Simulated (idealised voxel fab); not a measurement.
The following process module bears the name voxel released beams.
Shown is cross-section cut, with a width of 160 nm and square cells of size 5 nm.
For the purposes of this document, a cross-section shall be understood as a grid of square cells, specified as bands listed in top-to-bottom order, each band consisting of one or more rows of cells.
Basically the band line says how high the top is and how high the bottom is, in nm, and then what's in it from left to right, every material with its width in nm. Empty space shows up as "empty", and if a single material carries "edge to edge" it runs the full band edge to edge.
Heights are expressed relative to 0, this being the level below which the as-received wafer comprises one material exclusively. The lowest band is unbounded in the downward direction and is denoted as in "0..down".
Read "30..40" as a graded width: first number on top, second number at the bottom, same change between each pair of neighbouring rows.
"all unchanged" (step): cross-section cells unchanged, all of them.
You'll see "Enclosed internal cavities" listing empty spaces that have no way open to the top, as long as they're 8 cells or more; the notation is width x height at distance, where the distance is from the left edge, and all of it is in nm.
Whatever follows a step's settings on its line is a remark the simulator itself makes about that step.
Among the settings permitted on a step's line is "overlay nm"; applied to a step with a mask, it specifies the extent to which the mask lay to the right of its planned position, whereas a negative figure signifies a position to the left.
-- Process steps foreseen in the plan
1) RECEIVE: material Si
2) CONFORMAL_DEP: material SiN, thk nm 10
3) DIRECTIONAL_DEP: material SiO2, thk nm 15
4) PATTERN: tone open, mask id ANCHOR, material resist, width nm 40, thk nm 20, overlay nm 0
5) DIRECTIONAL_ETCH: etch materials SiO2, depth nm 15
6) STRIP: etch materials resist
7) CONFORMAL_DEP: material TiN, thk nm 15
8) PATTERN: tone cover, mask id BEAM, material resist, width nm 90, thk nm 15, overlay nm 0
9) DIRECTIONAL_ETCH: etch materials TiN, depth nm 15
10) STRIP: etch materials resist
11) STRIP: etch materials SiO2
-- Cross-section of the wafer at receipt, which is the condition after step 1
  0..down: Si edge to edge
  Enclosed internal cavities: none
-- Final cross-section, module run with one mistake (start and plan as above)
  40..25: empty: 30 / TiN: 90 / empty: 40
  25..15: SiN edge to edge
  15..0: SiO2 edge to edge
  0..down: Si edge to edge
  Enclosed internal cavities: none
In executing the process, a mistake was made relative to the plan: mixed up steps 2 and 3 - ran each in the other's place
